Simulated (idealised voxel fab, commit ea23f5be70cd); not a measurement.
Presented below is a process module, voxel ribs on slabs.
The cross-section on display is named cut; it measures 190 nm wide, and its cells are 5 nm squares.
Think of the cross-section as a grid of square cells. We describe it in bands, top to bottom, and each band covers one or more rows of those cells. Band entry format. Leading values: height of top, height of bottom, nm. Remainder: materials in left-to-right order, each with its width in nm. Special words: "full width" on a single material, which then fills the band edge to edge; "air", empty space. Heights are measured from 0, the level below which the as-received wafer is all one material; the lowest band has no bottom and continues downward, written as in "from 0 down". The width entry "30->40" should be interpreted row by row: the top row of cells in the band takes the first number, the bottom row takes the second number, and the change between adjacent rows is uniform throughout. A step reported as "no alteration" is a step in which no cell of the cross-section changed. Closed empty spaces (no open way to the top) of 8 cells or more are what "Trapped voids" lists, each as width x height at distance from the left edge, nm for all three. On each step's line, the part that comes after the settings is the simulator's own comment on the step. overlay nm: for a step with a mask, the amount by which the mask lay right of where it was planned; a negative amount means left of it.

# Planned step list for the process
1 RECEIVE with material Si
2 DIRECTIONAL_DEP with material SiO2, thk nm 20
3 DIRECTIONAL_DEP with material SiN, thk nm 20
4 DIRECTIONAL_DEP with material aC, thk nm 10
5 PATTERN with tone cover, mask id RIB, material resist, width nm 30, thk nm 30, overlay nm 0
6 DIRECTIONAL_ETCH with etch materials aC, depth nm 10
7 STRIP with etch materials resist
8 DIRECTIONAL_ETCH with etch materials SiN, depth nm 10
9 STRIP with etch materials aC
10 MASKED_ETCH with tone cover, mask id SLAB, width nm 70, etch materials SiN, depth nm 10, overlay nm 0
11 FILL_DEP with material SiO2, thk nm 20
12 CMP with height nm 55
13 DIRECTIONAL_DEP with material TiN, thk nm 10
14 PATTERN with tone cover, mask id HEATER, material resist, width nm 40, thk nm 20, overlay nm 0
15 DIRECTIONAL_ETCH with etch materials TiN, depth nm 10
16 STRIP with etch materials resist
17 CONFORMAL_DEP with material SiN, thk nm 5

# What follows covers the first of two wafers; it ran as planned

# Wafer at receipt (post step 1), cross-section
from 0 down: Si full width
Trapped voids: none

# Take a look at the wafer's cross-section after step 2
from 20 to 0: SiO2 full width
Nothing below the height 0 has changed.

# Take a look at the wafer's cross-section after step 3
from 40 to 20: SiN full width
Nothing below the height 20 has changed.

# Take a look at the wafer's cross-section after step 4
from 50 to 40: aC full width
Nothing below the height 40 has changed.

# Take a look at the wafer's cross-section after step 5
from 80 to 50: air: 80 / resist: 30 / air: 80
Nothing below the height 50 has changed.

# Take a look at the wafer's cross-section after step 6
from 70 to 50: air: 80 / resist: 30 / air: 80
from 50 to 40: air: 80 / aC: 30 / air: 80
Nothing below the height 40 has changed.

# Take a look at the wafer's cross-section after step 7
from 50 to 40: air: 80 / aC: 30 / air: 80
Nothing below the height 40 has changed.

# Take a look at the wafer's cross-section after step 8
from 50 to 40: air: 80 / aC: 30 / air: 80
from 40 to 30: air: 80 / SiN: 30 / air: 80
Nothing below the height 30 has changed.

# Take a look at the wafer's cross-section after step 9
from 40 to 30: air: 80 / SiN: 30 / air: 80
Nothing below the height 30 has changed.

# Take a look at the wafer's cross-section after step 10
from 40 to 30: air: 80 / SiN: 30 / air: 80
from 30 to 20: air: 60 / SiN: 70 / air: 60
Nothing below the height 20 has changed.

# Take a look at the wafer's cross-section after step 11
from 60 to 40: SiO2 full width
from 40 to 30: SiO2: 80 / SiN: 30 / SiO2: 80
from 30 to 20: SiO2: 60 / SiN: 70 / SiO2: 60
Nothing below the height 20 has changed.

# Take a look at the wafer's cross-section after step 12
from 55 to 40: SiO2 full width
Nothing below the height 40 has changed.

# Take a look at the wafer's cross-section after step 13
from 65 to 55: TiN full width
Nothing below the height 55 has changed.

# Take a look at the wafer's cross-section after step 14
from 85 to 65: air: 75 / resist: 40 / air: 75
Nothing below the height 65 has changed.

# Take a look at the wafer's cross-section after step 15
from 85 to 65: air: 75 / resist: 40 / air: 75
from 65 to 55: air: 75 / TiN: 40 / air: 75
Nothing below the height 55 has changed.

# Take a look at the wafer's cross-section after step 16
from 65 to 55: air: 75 / TiN: 40 / air: 75
Nothing below the height 55 has changed.

# Take a look at the wafer's cross-section after step 17
from 70 to 65: air: 70 / SiN: 50 / air: 70
from 65 to 60: air: 70 / SiN: 5 / TiN: 40 / SiN: 5 / air: 70
from 60 to 55: SiN: 75 / TiN: 40 / SiN: 75
Nothing below the height 55 has changed.

# Second Wafer (Identical Start and Plan, One Processing Error; Matches First Wafer Through Step 15)

# Cross-section of the second wafer when, according to plan, step 16 should have finished
from 0 down: Si full width

# Cross-section of the second wafer when, according to plan, step 17 should have finished
from 5 to 0: SiN full width
Nothing below the height 0 has changed.
Deviation from plan: contrary to plan, step 16 was performed as STRIP with etch materials SiO2
Final comparison by cell count, materials where the second wafer has more or fewer than the first: SiN -44 | SiO2 -378 | TiN -16
